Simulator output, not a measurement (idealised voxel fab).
process module | voxel ribs on slabs
cross-section cut | 220 nm wide | cells 5 nm
A cross-section is a grid of square cells, given in bands from the top down. A band is one or more rows of cells.
Each band's line starts with the height of the band's top and of its bottom, in nm. Then come its materials from left to right, each with its width in nm. One material with "throughout" fills the band from edge to edge. "air" is empty space.
Height 0 is the level under which the wafer as received is all one material. The lowest band goes on downwards, as in "0 down".
A width such as "30 to 40" changes by the same amount from each row of cells to the next, from the band's top row to its bottom row.
"no change" after a step means that no cell of the cross-section changed.
closed voids: empty space of 8 cells or more with no open way to the top, each as width x height at its distance from the left edge, in nm
after a step's settings: what the simulator itself notes on the step
overlay nm, on a step with a mask: how far to the right of its planned place the mask lay; to the left if negative
plan
1 op RECEIVE | material Si
2 op DIRECTIONAL_DEP | material SiO2 | thk nm 20
3 op DIRECTIONAL_DEP | material polySi | thk nm 25
4 op MASKED_ETCH | tone cover | mask id RIB | width nm 20 | etch materials polySi | depth nm 15 | overlay nm 0
5 op PATTERN | tone cover | mask id SLAB | material resist | width nm 50 | thk nm 20 | overlay nm 0
6 op DIRECTIONAL_ETCH | etch materials polySi | depth nm 10
7 op STRIP | etch materials resist
8 op FILL_DEP | material SiO2 | thk nm 20
9 op CMP | height nm 60
10 op DIRECTIONAL_DEP | material W | thk nm 5
11 op PATTERN | tone cover | mask id HEATER | material resist | width nm 30 | thk nm 20 | overlay nm 0
12 op DIRECTIONAL_ETCH | etch materials W | depth nm 5
13 op STRIP | etch materials resist
14 op CONFORMAL_DEP | material SiN | thk nm 5
varied across the wafers: thk nm of step 14. The plan shows the first wafer's value. All wafers start alike
first wafer as received, after step 1
  0 down: Si throughout
  closed voids: none
each wafer at the end: cells of each material gained (+) or lost (-) since it was received, then its closed voids
thk nm 5 | +46 SiN | +496 SiO2 | +6 W | +32 polySi | closed voids: none
thk nm 10 | +92 SiN | +496 SiO2 | +6 W | +32 polySi | closed voids: none
thk nm 15 | +138 SiN | +496 SiO2 | +6 W | +32 polySi | closed voids: none
thk nm 20 | +184 SiN | +496 SiO2 | +6 W | +32 polySi | closed voids: none
